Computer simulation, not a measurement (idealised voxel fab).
process module | voxel gate over fins
cross-section cut | 220 nm wide | cells 5 nm
A cross-section is a grid of square cells, given in bands from the top down. A band is one or more rows of cells.
Each band's line starts with the height of the band's top and of its bottom, in nm. Then come its materials from left to right, each with its width in nm. One material with "throughout" fills the band from edge to edge. "air" is empty space.
Height 0 is the level under which the wafer as received is all one material. The lowest band goes on downwards, as in "0 down".
A width such as "30 to 40" changes by the same amount from each row of cells to the next, from the band's top row to its bottom row.
"no change" after a step means that no cell of the cross-section changed.
closed voids: empty space of 8 cells or more with no open way to the top, each as width x height at its distance from the left edge, in nm
after a step's settings: what the simulator itself notes on the step
overlay nm, on a step with a mask: how far to the right of its planned place the mask lay; to the left if negative
plan
1 op RECEIVE | material Si
2 op CONFORMAL_DEP | material SiN | thk nm 5
3 op DIRECTIONAL_DEP | material aC | thk nm 10
4 op PATTERN | tone cover | mask id FINS | material resist | width nm 15 | pitch nm 40 | thk nm 25 | overlay nm 0
5 op DIRECTIONAL_ETCH | etch materials aC | depth nm 10
6 op STRIP | etch materials resist
7 op DIRECTIONAL_ETCH | etch materials SiN | depth nm 5
8 op DIRECTIONAL_ETCH | etch materials Si | depth nm 30
9 op STRIP | etch materials aC
10 op FILL_DEP | material SiO2 | thk nm 10
11 op CMP | height nm 5
12 op SELECTIVE_ETCH | etch materials SiO2 | depth nm 20
13 op STRIP | etch materials SiN
14 op CONFORMAL_DEP | material HfO2 | thk nm 5
15 op CONFORMAL_DEP | material TiN | thk nm 5
16 op FILL_DEP | material W | thk nm 15
17 op CMP | height nm 20
18 op CONFORMAL_DEP | material SiN | thk nm 5
as received, after step 1
  0 down: Si throughout
  closed voids: none
a wafer at the end: this start, this plan, one mistake
  25 to 20: SiN throughout
  20 to 10: W throughout
  10 to 5: W 70 | TiN 35 | W 5 | TiN 35 | W 75
  5 to 0: W 70 | TiN 5 | aC 25 | TiN 5 | W 5 | TiN 5 | aC 25 | TiN 5 | W 75
  0 to -5: W 70 | TiN 5 | aC 5 | Si 15 | aC 5 | TiN 5 | W 5 | TiN 5 | aC 5 | Si 15 | aC 5 | TiN 5 | W 75
  -5 to -10: TiN 75 | aC 5 | Si 15 | aC 5 | TiN 15 | aC 5 | Si 15 | aC 5 | TiN 80
  -10 to -15: aC 80 | Si 15 | aC 25 | Si 15 | aC 85
  -15 to -30: SiO2 80 | Si 15 | SiO2 25 | Si 15 | SiO2 85
  -30 down: Si throughout
  closed voids: none
what went wrong: step 14 ran as: op CONFORMAL_DEP | material aC | thk nm 5
